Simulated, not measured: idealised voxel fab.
Process module heading - voxel tone inversion
Shown is cross-section cut, with a width of 295 nm and square cells of size 5 nm.
In what follows, cross-sections appear as grids of square cells, described through bands that run from the top down, where every band is one or more rows of cells. Basically the band line says how high the top is and how high the bottom is, in nm, and then what's in it from left to right, every material with its width in nm. Empty space shows up as "blank", and if a single material carries "edge to edge" it runs the full band edge to edge. Basically, 0 is our baseline, since under it the wafer straight out of the box is all one material. The bottom band has no lower end and keeps on going down, so it looks like "0 down". Width spec "30->40" -> top row of cells at first value, bottom row at second value, equal per-row change in between. You'll sometimes find "all unchanged" written for a step, and that's the way of saying that nowhere in the cross-section did a cell change during that step. If an empty space has no open way to the top and is at least 8 cells in size, "Closed empty spaces" lists it, written width x height at distance, where distance is measured from the left edge and every value is in nm. Anything after a step's settings on that line? It's the simulator's own note about the step. If you see "overlay nm" on a step's line and that step has a mask, it's telling you how far right of where it was planned the mask ended up; a negative number means it went left instead.

Process steps (planned):
1) RECEIVE [material Si]
2) CONFORMAL_DEP [material SiN] [thk nm 5]
3) DIRECTIONAL_DEP [material aC] [thk nm 20]
4) PATTERN [tone cover] [mask id POSTS] [material resist] [width nm 15] [pitch nm 50] [thk nm 30] [overlay nm 0]
5) DIRECTIONAL_ETCH [etch materials aC] [depth nm 20]
6) STRIP [etch materials resist]
7) FILL_DEP [material SiO2] [thk nm 5]
8) CMP [height nm 25]
9) STRIP [etch materials aC]
Quick note for whoever runs this: the wafers start identical, but the width nm at step 4 isn't the same across them. The plan just shows what the first wafer had.

This is how the first of several wafers looked in cross-section when it arrived, which is after step 1:
0 down  Si edge to edge
Closed empty spaces: none

Gained (+) or lost (-) cells of each material since receipt, then closed voids: one row per wafer, at the end of the module:
width nm 15 | +59 SiN | +188 SiO2 | Closed empty spaces: none
width nm 20 | +59 SiN | +172 SiO2 | Closed empty spaces: none
width nm 25 | +59 SiN | +156 SiO2 | Closed empty spaces: none
width nm 30 | +59 SiN | +140 SiO2 | Closed empty spaces: none
width nm 35 | +59 SiN | +124 SiO2 | Closed empty spaces: none
